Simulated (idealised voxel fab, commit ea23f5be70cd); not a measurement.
process module | voxel self aligned vias
cross-section cut | 225 nm wide | cells 5 nm
A cross-section is a grid of square cells, given in bands from the top down. A band is one or more rows of cells.
Each band's line starts with the height of the band's top and of its bottom, in nm. Then come its materials from left to right, each with its width in nm. One material with "throughout" fills the band from edge to edge. "air" is empty space.
Height 0 is the level under which the wafer as received is all one material. The lowest band goes on downwards, as in "0 down".
A width such as "30 to 40" changes by the same amount from each row of cells to the next, from the band's top row to its bottom row.
"no change" after a step means that no cell of the cross-section changed.
closed voids: empty space of 8 cells or more with no open way to the top, each as width x height at its distance from the left edge, in nm
after a step's settings: what the simulator itself notes on the step
overlay nm, on a step with a mask: how far to the right of its planned place the mask lay; to the left if negative
plan
1 op RECEIVE | material Si
2 op CONFORMAL_DEP | material SiO2 | thk nm 10
3 op CONFORMAL_DEP | material SiCN | thk nm 5
4 op DIRECTIONAL_DEP | material lowk | thk nm 30
5 op MASKED_ETCH | tone open | mask id LINES | width nm 30 | pitch nm 70 | etch materials lowk | depth nm 30 | overlay nm 0
6 op CONFORMAL_DEP | material TiN | thk nm 5
7 op FILL_DEP | material W | thk nm 10
8 op CMP | height nm 45
9 op SELECTIVE_ETCH | etch materials W Ru TiN | depth nm 10
10 op FILL_DEP | material SiN | thk nm 10
11 op CMP | height nm 45
12 op DIRECTIONAL_DEP | material lowk | thk nm 15
13 op MASKED_ETCH | tone open | mask id VIAS | width nm 40 | pitch nm 70 | etch materials lowk | depth nm 15 | overlay nm 0
14 op MASKED_ETCH | tone open | mask id VIAS | width nm 40 | pitch nm 70 | etch materials SiN | depth nm 10 | overlay nm 0
15 op CONFORMAL_DEP | material TiN | thk nm 5
16 op FILL_DEP | material W | thk nm 5
17 op CMP | height nm 60
18 op CONFORMAL_DEP | material SiCN | thk nm 5
as received, after step 1
  0 down: Si throughout
  closed voids: none
first wafer at the end, as planned
  65 to 60: SiCN throughout
  60 to 50: lowk 55 | TiN 5 | W 30 | TiN 5 | lowk 30 | TiN 5 | W 30 | TiN 5 | lowk 60
  50 to 40: lowk 55 to 60 | TiN 10 to 5 | W 20 | TiN 10 to 5 | lowk 30 to 40 | TiN 10 to 5 | W 20 | TiN 10 to 5 | lowk 60 to 65
  40 to 35: lowk 60 | TiN 30 | lowk 40 | TiN 30 | lowk 65
  35 to 20: lowk 60 | TiN 5 | W 20 | TiN 5 | lowk 40 | TiN 5 | W 20 | TiN 5 | lowk 65
  20 to 15: lowk 60 | TiN 30 | lowk 40 | TiN 30 | lowk 65
  15 to 10: SiCN throughout
  10 to 0: SiO2 throughout
  0 down: Si throughout
  closed voids: none
second wafer at the end: like start, like plan, one mistake
  65 to 60: SiCN throughout
  60 to 40: lowk 55 | TiN 5 | W 30 | TiN 5 | lowk 30 | TiN 5 | W 30 | TiN 5 | lowk 60
  40 to 35: lowk 55 | TiN 40 | lowk 30 | TiN 40 | lowk 60
  35 to 30: lowk 55 | TiN 10 | W 20 | TiN 10 | lowk 30 | TiN 10 | W 20 | TiN 10 | lowk 60
  30 to 20: lowk 60 | TiN 5 | W 20 | TiN 5 | lowk 40 | TiN 5 | W 20 | TiN 5 | lowk 65
  20 to 15: lowk 60 | TiN 30 | lowk 40 | TiN 30 | lowk 65
  15 to 10: SiCN throughout
  10 to 0: SiO2 throughout
  0 down: Si throughout
  closed voids: none
what went wrong: step 13 was run twice
at the end the second wafer has, in cells: 4 more of TiN | 8 more of W | 12 fewer of lowk
